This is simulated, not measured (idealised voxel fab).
process module | voxel air gaps
cross-section cut | 265 nm wide | cells 5 nm
A cross-section is a grid of square cells, given in bands from the top down. A band is one or more rows of cells.
Each band's line starts with the height of the band's top and of its bottom, in nm. Then come its materials from left to right, each with its width in nm. One material with "throughout" fills the band from edge to edge. "air" is empty space.
Height 0 is the level under which the wafer as received is all one material. The lowest band goes on downwards, as in "0 down".
A width such as "30 to 40" changes by the same amount from each row of cells to the next, from the band's top row to its bottom row.
"no change" after a step means that no cell of the cross-section changed.
closed voids: empty space of 8 cells or more with no open way to the top, each as width x height at its distance from the left edge, in nm
after a step's settings: what the simulator itself notes on the step
overlay nm, on a step with a mask: how far to the right of its planned place the mask lay; to the left if negative
plan
1 op RECEIVE | material Si
2 op CONFORMAL_DEP | material SiO2 | thk nm 10
3 op CONFORMAL_DEP | material SiCN | thk nm 5
4 op DIRECTIONAL_DEP | material lowk | thk nm 40
5 op MASKED_ETCH | tone open | mask id LINES | width nm 20 | pitch nm 45 | etch materials lowk | depth nm 40 | overlay nm 0
6 op CONFORMAL_DEP | material TiN | thk nm 5
7 op FILL_DEP | material W | thk nm 5
8 op CMP | height nm 55
9 op EPI | material Ru | thk nm 10
10 op SELECTIVE_ETCH | etch materials lowk | depth nm 50
11 op CONFORMAL_DEP | material SiCN | thk nm 5
as received, after step 1
  0 down: Si throughout
  closed voids: none
first wafer at the end, as planned
  70 to 65: air 60 | SiCN 140 | air 65
  65 to 55: air 60 | SiCN 5 | Ru 40 | SiCN 5 | Ru 40 | SiCN 5 | Ru 40 | SiCN 5 | air 65
  55 to 50: air 60 | SiCN 15 | TiN 5 | W 10 | TiN 5 | SiCN 25 | TiN 5 | W 10 | TiN 5 | SiCN 25 | TiN 5 | W 10 | TiN 5 | SiCN 15 | air 65
  50 to 20: air 70 | SiCN 5 | TiN 5 | W 10 | TiN 5 | SiCN 5 | air 15 | SiCN 5 | TiN 5 | W 10 | TiN 5 | SiCN 5 | air 15 | SiCN 5 | TiN 5 | W 10 | TiN 5 | SiCN 5 | air 75
  20 to 15: SiCN 75 | TiN 20 | SiCN 25 | TiN 20 | SiCN 25 | TiN 20 | SiCN 80
  15 to 10: SiCN throughout
  10 to 0: SiO2 throughout
  0 down: Si throughout
  closed voids: 15 x 30 at 100; 15 x 30 at 145
second wafer at the end: like start, like plan, one mistake
  70 to 65: SiCN throughout
  65 to 55: Ru throughout
  55 to 20: W 70 | TiN 5 | lowk 20 | TiN 5 | W 15 | TiN 5 | lowk 20 | TiN 5 | W 15 | TiN 5 | lowk 20 | TiN 5 | W 75
  20 to 15: TiN 75 | lowk 20 | TiN 25 | lowk 20 | TiN 25 | lowk 20 | TiN 80
  15 to 10: SiCN throughout
  10 to 0: SiO2 throughout
  0 down: Si throughout
  closed voids: none
what went wrong: step 5 ran as: op MASKED_ETCH | tone cover | mask id LINES | width nm 20 | pitch nm 45 | etch materials lowk | depth nm 40 | overlay nm 0
at the end the second wafer has, in cells: 58 more of Ru | 76 fewer of SiCN | 29 more of TiN | 203 more of W | 96 more of lowk
closed voids at the end (first wafer, second wafer): 2, 0
